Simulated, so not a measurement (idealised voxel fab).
process module | voxel capacitor over wiring
cross-section cut | 275 nm wide | cells 5 nm
A cross-section is a grid of square cells, given in bands from the top down. A band is one or more rows of cells.
Each band's line starts with the height of the band's top and of its bottom, in nm. Then come its materials from left to right, each with its width in nm. One material with "throughout" fills the band from edge to edge. "air" is empty space.
Height 0 is the level under which the wafer as received is all one material. The lowest band goes on downwards, as in "0 down".
A width such as "30 to 40" changes by the same amount from each row of cells to the next, from the band's top row to its bottom row.
"no change" after a step means that no cell of the cross-section changed.
closed voids: empty space of 8 cells or more with no open way to the top, each as width x height at its distance from the left edge, in nm
after a step's settings: what the simulator itself notes on the step
overlay nm, on a step with a mask: how far to the right of its planned place the mask lay; to the left if negative
plan
1 op RECEIVE | material Si
2 op CONFORMAL_DEP | material SiO2 | thk nm 10
3 op CONFORMAL_DEP | material SiCN | thk nm 5
4 op DIRECTIONAL_DEP | material lowk | thk nm 20
5 op MASKED_ETCH | tone open | mask id METAL_1 | width nm 30 | pitch nm 90 | etch materials lowk | depth nm 20 | overlay nm 0
6 op MASKED_ETCH | tone open | mask id METAL_1 | width nm 30 | pitch nm 90 | etch materials SiCN | depth nm 5 | overlay nm 0
7 op CONFORMAL_DEP | material TiN | thk nm 5
8 op FILL_DEP | material Cu | thk nm 5
9 op CMP | height nm 35
10 op CONFORMAL_DEP | material SiCN | thk nm 5
11 op DIRECTIONAL_DEP | material SiO2 | thk nm 15
12 op PATTERN | tone open | mask id PLUG_1 | material resist | width nm 15 | thk nm 20 | overlay nm 0
13 op DIRECTIONAL_ETCH | etch materials SiO2 | depth nm 15
14 op DIRECTIONAL_ETCH | etch materials SiCN | depth nm 5
15 op STRIP | etch materials resist
16 op CONFORMAL_DEP | material TiN | thk nm 5
17 op FILL_DEP | material Ru | thk nm 10
18 op CMP | height nm 55
19 op DIRECTIONAL_DEP | material TiN | thk nm 5
20 op DIRECTIONAL_DEP | material SiN | thk nm 5
21 op DIRECTIONAL_DEP | material TiN | thk nm 5
22 op MASKED_ETCH | tone cover | mask id UPPER_PLATE | width nm 65 | etch materials TiN | depth nm 5 | overlay nm 0
23 op MASKED_ETCH | tone cover | mask id UPPER_PLATE | width nm 65 | etch materials SiN | depth nm 5 | overlay nm 0
24 op PATTERN | tone cover | mask id LOWER_PLATE | material resist | width nm 75 | thk nm 15 | overlay nm 0
25 op DIRECTIONAL_ETCH | etch materials TiN | depth nm 5
26 op STRIP | etch materials resist
27 op FILL_DEP | material SiO2 | thk nm 20
28 op CMP | height nm 85
29 op MASKED_ETCH | tone open | mask id PLUG_2 | width nm 15 | etch materials SiO2 | depth nm 15 | overlay nm 0
30 op CONFORMAL_DEP | material TiN | thk nm 5
31 op FILL_DEP | material Ru | thk nm 5
32 op CMP | height nm 85
33 op CONFORMAL_DEP | material SiN | thk nm 5
first wafer, as planned
as received, after step 1
  0 down: Si throughout
  closed voids: none
after step 2
  10 to 0: SiO2 throughout
  below 0: unchanged
after step 3
  15 to 10: SiCN throughout
  below 10: unchanged
after step 4
  35 to 15: lowk throughout
  below 15: unchanged
after step 5
  35 to 15: lowk 75 | air 30 | lowk 60 | air 30 | lowk 80
  below 15: unchanged
after step 6
  35 to 15: lowk 75 | air 30 | lowk 60 | air 30 | lowk 80
  15 to 10: SiCN 75 | air 30 | SiCN 60 | air 30 | SiCN 80
  below 10: unchanged
after step 7
  40 to 35: TiN 80 | air 20 | TiN 70 | air 20 | TiN 85
  35 to 15: lowk 75 | TiN 5 | air 20 | TiN 5 | lowk 60 | TiN 5 | air 20 | TiN 5 | lowk 80
  15 to 10: SiCN 75 | TiN 30 | SiCN 60 | TiN 30 | SiCN 80
  below 10: unchanged
after step 8
  45 to 40: Cu throughout
  40 to 35: TiN 80 | Cu 20 | TiN 70 | Cu 20 | TiN 85
  35 to 15: lowk 75 | TiN 5 | Cu 20 | TiN 5 | lowk 60 | TiN 5 | Cu 20 | TiN 5 | lowk 80
  below 15: unchanged
after step 9
  35 to 15: lowk 75 | TiN 5 | Cu 20 | TiN 5 | lowk 60 | TiN 5 | Cu 20 | TiN 5 | lowk 80
  below 15: unchanged
after step 10
  40 to 35: SiCN throughout
  below 35: unchanged
after step 11
  55 to 40: SiO2 throughout
  below 40: unchanged
after step 12
  75 to 55: resist 90 | air 15 | resist 170
  below 55: unchanged
after step 13
  75 to 55: resist 90 | air 15 | resist 170
  55 to 40: SiO2 90 | air 15 | SiO2 170
  below 40: unchanged
after step 14
  75 to 55: resist 90 | air 15 | resist 170
  55 to 40: SiO2 90 | air 15 | SiO2 170
  40 to 35: SiCN 90 | air 15 | SiCN 170
  below 35: unchanged
after step 15
  55 to 40: SiO2 90 | air 15 | SiO2 170
  below 40: unchanged
after step 16
  60 to 55: TiN 95 | air 5 | TiN 175
  55 to 40: SiO2 90 | TiN 5 | air 5 | TiN 5 | SiO2 170
  40 to 35: SiCN 90 | TiN 15 | SiCN 170
  below 35: unchanged
after step 17
  70 to 60: Ru throughout
  60 to 55: TiN 95 | Ru 5 | TiN 175
  55 to 40: SiO2 90 | TiN 5 | Ru 5 | TiN 5 | SiO2 170
  below 40: unchanged
after step 18
  55 to 40: SiO2 90 | TiN 5 | Ru 5 | TiN 5 | SiO2 170
  below 40: unchanged
after step 19
  60 to 55: TiN throughout
  below 55: unchanged
after step 20
  65 to 60: SiN throughout
  below 60: unchanged
after step 21
  70 to 65: TiN throughout
  below 65: unchanged
after step 22
  70 to 65: air 90 | TiN 65 | air 120
  below 65: unchanged
after step 23
  70 to 65: air 90 | TiN 65 | air 120
  65 to 60: air 90 | SiN 65 | air 120
  below 60: unchanged
after step 24
  85 to 70: air 85 | resist 75 | air 115
  70 to 65: air 85 | resist 5 | TiN 65 | resist 5 | air 115
  65 to 60: air 85 | resist 5 | SiN 65 | resist 5 | air 115
  below 60: unchanged
after step 25
  85 to 70: air 85 | resist 75 | air 115
  70 to 65: air 85 | resist 5 | TiN 65 | resist 5 | air 115
  65 to 60: air 85 | resist 5 | SiN 65 | resist 5 | air 115
  60 to 55: air 85 | TiN 75 | air 115
  below 55: unchanged
after step 26
  70 to 65: air 90 | TiN 65 | air 120
  65 to 60: air 90 | SiN 65 | air 120
  below 60: unchanged
after step 27
  90 to 70: SiO2 throughout
  70 to 65: SiO2 90 | TiN 65 | SiO2 120
  65 to 60: SiO2 90 | SiN 65 | SiO2 120
  60 to 55: SiO2 85 | TiN 75 | SiO2 115
  below 55: unchanged
after step 28
  85 to 70: SiO2 throughout
  below 70: unchanged
after step 29
  85 to 70: SiO2 100 | air 15 | SiO2 160
  below 70: unchanged
after step 30
  90 to 85: TiN 105 | air 5 | TiN 165
  85 to 75: SiO2 100 | TiN 5 | air 5 | TiN 5 | SiO2 160
  75 to 65: SiO2 100 to 90 | TiN 15 to 65 | SiO2 160 to 120
  below 65: unchanged
after step 31
  95 to 90: Ru throughout
  90 to 85: TiN 105 | Ru 5 | TiN 165
  85 to 75: SiO2 100 | TiN 5 | Ru 5 | TiN 5 | SiO2 160
  below 75: unchanged
after step 32
  85 to 75: SiO2 100 | TiN 5 | Ru 5 | TiN 5 | SiO2 160
  below 75: unchanged
after step 33
  90 to 85: SiN throughout
  below 85: unchanged
second wafer: like start, like plan, one mistake. Through step 23 it matches the first wafer
when step 24 should have ended
  85 to 70: air 85 | resist 80 | air 110
  70 to 65: air 85 | resist 5 | TiN 65 | resist 10 | air 110
  65 to 60: air 85 | resist 5 | SiN 65 | resist 10 | air 110
  below 60: unchanged
when step 25 should have ended
  85 to 70: air 85 | resist 80 | air 110
  70 to 65: air 85 | resist 5 | TiN 65 | resist 10 | air 110
  65 to 60: air 85 | resist 5 | SiN 65 | resist 10 | air 110
  60 to 55: air 85 | TiN 80 | air 110
  below 55: unchanged
when step 26 should have ended
  70 to 65: air 90 | TiN 65 | air 120
  65 to 60: air 90 | SiN 65 | air 120
  below 60: unchanged
when step 27 should have ended
  90 to 70: SiO2 throughout
  70 to 65: SiO2 90 | TiN 65 | SiO2 120
  65 to 60: SiO2 90 | SiN 65 | SiO2 120
  60 to 55: SiO2 85 | TiN 80 | SiO2 110
  below 55: unchanged
when step 28 should have ended
  85 to 70: SiO2 throughout
  below 70: unchanged
when step 29 should have ended
  85 to 70: SiO2 100 | air 15 | SiO2 160
  below 70: unchanged
when step 30 should have ended
  90 to 85: TiN 105 | air 5 | TiN 165
  85 to 75: SiO2 100 | TiN 5 | air 5 | TiN 5 | SiO2 160
  75 to 65: SiO2 100 to 90 | TiN 15 to 65 | SiO2 160 to 120
  below 65: unchanged
when step 31 should have ended
  95 to 90: Ru throughout
  90 to 85: TiN 105 | Ru 5 | TiN 165
  85 to 75: SiO2 100 | TiN 5 | Ru 5 | TiN 5 | SiO2 160
  below 75: unchanged
when step 32 should have ended
  85 to 75: SiO2 100 | TiN 5 | Ru 5 | TiN 5 | SiO2 160
  below 75: unchanged
when step 33 should have ended
  90 to 85: SiN throughout
  below 85: unchanged
what went wrong: step 24 ran as: op PATTERN | tone cover | mask id LOWER_PLATE | material resist | width nm 80 | thk nm 15 | overlay nm 0
at the end the second wafer has, in cells: 1 fewer of SiO2 | 1 more of TiN
